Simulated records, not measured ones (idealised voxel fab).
process module | voxel transistor to metal
cross-section cut | 205 nm wide | cells 5 nm
A cross-section is a grid of square cells, given in bands from the top down. A band is one or more rows of cells.
Each band's line starts with the height of the band's top and of its bottom, in nm. Then come its materials from left to right, each with its width in nm. One material with "throughout" fills the band from edge to edge. "air" is empty space.
Height 0 is the level under which the wafer as received is all one material. The lowest band goes on downwards, as in "0 down".
A width such as "30 to 40" changes by the same amount from each row of cells to the next, from the band's top row to its bottom row.
"no change" after a step means that no cell of the cross-section changed.
closed voids: empty space of 8 cells or more with no open way to the top, each as width x height at its distance from the left edge, in nm
after a step's settings: what the simulator itself notes on the step
overlay nm, on a step with a mask: how far to the right of its planned place the mask lay; to the left if negative
plan
1 op RECEIVE | material Si
2 op OXIDIZE | depth nm 5
3 op CONFORMAL_DEP | material SiN | thk nm 10
4 op DIRECTIONAL_DEP | material aC | thk nm 10
5 op PATTERN | tone cover | mask id ACTIVE | material resist | width nm 100 | thk nm 25 | overlay nm 0
6 op DIRECTIONAL_ETCH | etch materials aC | depth nm 10
7 op STRIP | etch materials resist
8 op DIRECTIONAL_ETCH | etch materials SiN | depth nm 10
9 op DIRECTIONAL_ETCH | etch materials SiO2 | depth nm 5
10 op DIRECTIONAL_ETCH | etch materials Si | depth nm 35
11 op STRIP | etch materials aC
12 op OXIDIZE | depth nm 5
13 op FILL_DEP | material SiO2 | thk nm 5
14 op CMP | height nm 10
15 op SELECTIVE_ETCH | etch materials SiO2 | depth nm 10
16 op STRIP | etch materials SiN
17 op SELECTIVE_ETCH | etch materials SiO2 | depth nm 5
18 op OXIDIZE | depth nm 5
19 op DIRECTIONAL_DEP | material polySi | thk nm 20
20 op DIRECTIONAL_DEP | material SiCN | thk nm 15
21 op PATTERN | tone cover | mask id GATE | material resist | width nm 30 | thk nm 15 | overlay nm 0
22 op DIRECTIONAL_ETCH | etch materials SiCN | depth nm 25
23 op DIRECTIONAL_ETCH | etch materials polySi | depth nm 30
24 op STRIP | etch materials resist
25 op CONFORMAL_DEP | material SiN | thk nm 10
26 op DIRECTIONAL_ETCH | etch materials SiN | depth nm 10
27 op DIRECTIONAL_ETCH | etch materials SiO2 | depth nm 5
28 op DIRECTIONAL_ETCH | etch materials Si | depth nm 10
29 op EPI | material nSi | thk nm 15
30 op FILL_DEP | material SiO2 | thk nm 5
31 op CMP | height nm 15
32 op STRIP | etch materials polySi
33 op SELECTIVE_ETCH | etch materials SiO2 | depth nm 5
34 op CONFORMAL_DEP | material HfO2 | thk nm 5
35 op CONFORMAL_DEP | material TiN | thk nm 5
36 op FILL_DEP | material W | thk nm 5
37 op CMP | height nm 10
38 op DIRECTIONAL_DEP | material SiO2 | thk nm 10
39 op PATTERN | tone open | mask id CONTACT | material resist | width nm 15 | pitch nm 75 | thk nm 20 | overlay nm 0
40 op DIRECTIONAL_ETCH | etch materials SiO2 | depth nm 25
41 op STRIP | etch materials resist
42 op CONFORMAL_DEP | material TiN | thk nm 5
43 op FILL_DEP | material Ru | thk nm 10
44 op CMP | height nm 20
45 op DIRECTIONAL_DEP | material TiN | thk nm 5
46 op DIRECTIONAL_DEP | material Ru | thk nm 20
47 op DIRECTIONAL_DEP | material aC | thk nm 10
48 op PATTERN | tone cover | mask id METAL_1 | material resist | width nm 15 | pitch nm 75 | thk nm 25 | overlay nm 0
49 op DIRECTIONAL_ETCH | etch materials aC | depth nm 10
50 op STRIP | etch materials resist
51 op DIRECTIONAL_ETCH | etch materials Ru | depth nm 20
52 op DIRECTIONAL_ETCH | etch materials TiN | depth nm 5
53 op STRIP | etch materials aC
54 op CONFORMAL_DEP | material SiN | thk nm 5
55 op FILL_DEP | material lowk | thk nm 10
56 op CMP | height nm 45
57 op CONFORMAL_DEP | material SiCN | thk nm 5
58 op DIRECTIONAL_DEP | material lowk | thk nm 30
59 op PATTERN | tone open | mask id METAL_2 | material resist | width nm 15 | pitch nm 75 | thk nm 20 | overlay nm 0
60 op DIRECTIONAL_ETCH | etch materials lowk | depth nm 15
61 op STRIP | etch materials resist
62 op PATTERN | tone open | mask id METAL_2_HOLES | material resist | width nm 15 | pitch nm 75 | thk nm 20 | overlay nm 0
63 op DIRECTIONAL_ETCH | etch materials lowk | depth nm 15
64 op DIRECTIONAL_ETCH | etch materials SiCN | depth nm 5
65 op STRIP | etch materials resist
66 op CONFORMAL_DEP | material TiN | thk nm 5
67 op FILL_DEP | material Ru | thk nm 5
68 op CMP | height nm 80
69 op CONFORMAL_DEP | material SiN | thk nm 5
as received, after step 1
  0 down: Si throughout
  closed voids: none
first wafer at the end, as planned
  85 to 80: SiN throughout
  80 to 50: lowk 55 | TiN 5 | Ru 5 | TiN 5 | lowk 60 | TiN 5 | Ru 5 | TiN 5 | lowk 60
  50 to 45: SiCN 55 | TiN 15 | SiCN 60 | TiN 15 | SiCN 60
  45 to 25: lowk 50 | SiN 5 | Ru 15 | SiN 5 | lowk 50 | SiN 5 | Ru 15 | SiN 5 | lowk 55
  25 to 20: SiN 55 | TiN 15 | SiN 60 | TiN 15 | SiN 60
  20 to 10: SiO2 55 | TiN 5 | Ru 5 | TiN 5 | SiO2 60 | TiN 5 | Ru 5 | TiN 5 | SiO2 60
  10 to 5: SiO2 55 | TiN 15 | SiO2 5 | SiN 10 | HfO2 5 | TiN 5 | W 10 | TiN 5 | HfO2 5 | SiN 10 | SiO2 5 | TiN 15 | SiO2 60
  5 to 0: SiO2 55 | TiN 5 | nSi 15 | SiN 10 | HfO2 5 | TiN 5 | W 10 | TiN 5 | HfO2 5 | SiN 10 | nSi 15 | TiN 5 | SiO2 60
  0 to -5: SiO2 55 | TiN 5 | nSi 15 | SiN 10 | HfO2 5 | TiN 20 | HfO2 5 | SiN 10 | nSi 15 | TiN 5 | SiO2 60
  -5 to -10: SiO2 50 | nSi 25 | SiO2 5 | HfO2 40 | SiO2 5 | nSi 25 | SiO2 55
  -10 to -20: SiO2 55 | nSi 20 | Si 50 | nSi 20 | SiO2 60
  -20 to -45: SiO2 55 | Si 90 | SiO2 60
  -45 down: Si throughout
  closed voids: none
second wafer at the end: like start, like plan, one mistake
  85 to 80: SiN throughout
  80 to 50: lowk 55 | TiN 5 | Ru 5 | TiN 5 | lowk 60 | TiN 5 | Ru 5 | TiN 5 | lowk 60
  50 to 45: SiCN 55 | TiN 15 | SiCN 60 | TiN 15 | SiCN 60
  45 to 25: lowk 50 | SiN 5 | Ru 15 | SiN 5 | lowk 50 | SiN 5 | Ru 15 | SiN 5 | lowk 55
  25 to 20: SiN 55 | TiN 15 | SiN 60 | TiN 15 | SiN 60
  20 to 15: SiO2 55 | TiN 5 | Ru 5 | TiN 5 | SiO2 60 | TiN 5 | Ru 5 | TiN 5 | SiO2 60
  15 to 10: SiO2 55 | TiN 15 | SiO2 60 | TiN 15 | SiO2 60
  10 to 0: SiCN throughout
  0 to -5: SiO2 throughout
  -5 down: Si throughout
  closed voids: none
what went wrong: step 3 ran as: op CONFORMAL_DEP | material SiCN | thk nm 10
at the end the second wafer has, in cells: 14 fewer of HfO2 | 2 fewer of Ru | 218 more of Si | 82 more of SiCN | 12 fewer of SiN | 214 fewer of SiO2 | 16 fewer of TiN | 4 fewer of W | 38 fewer of nSi
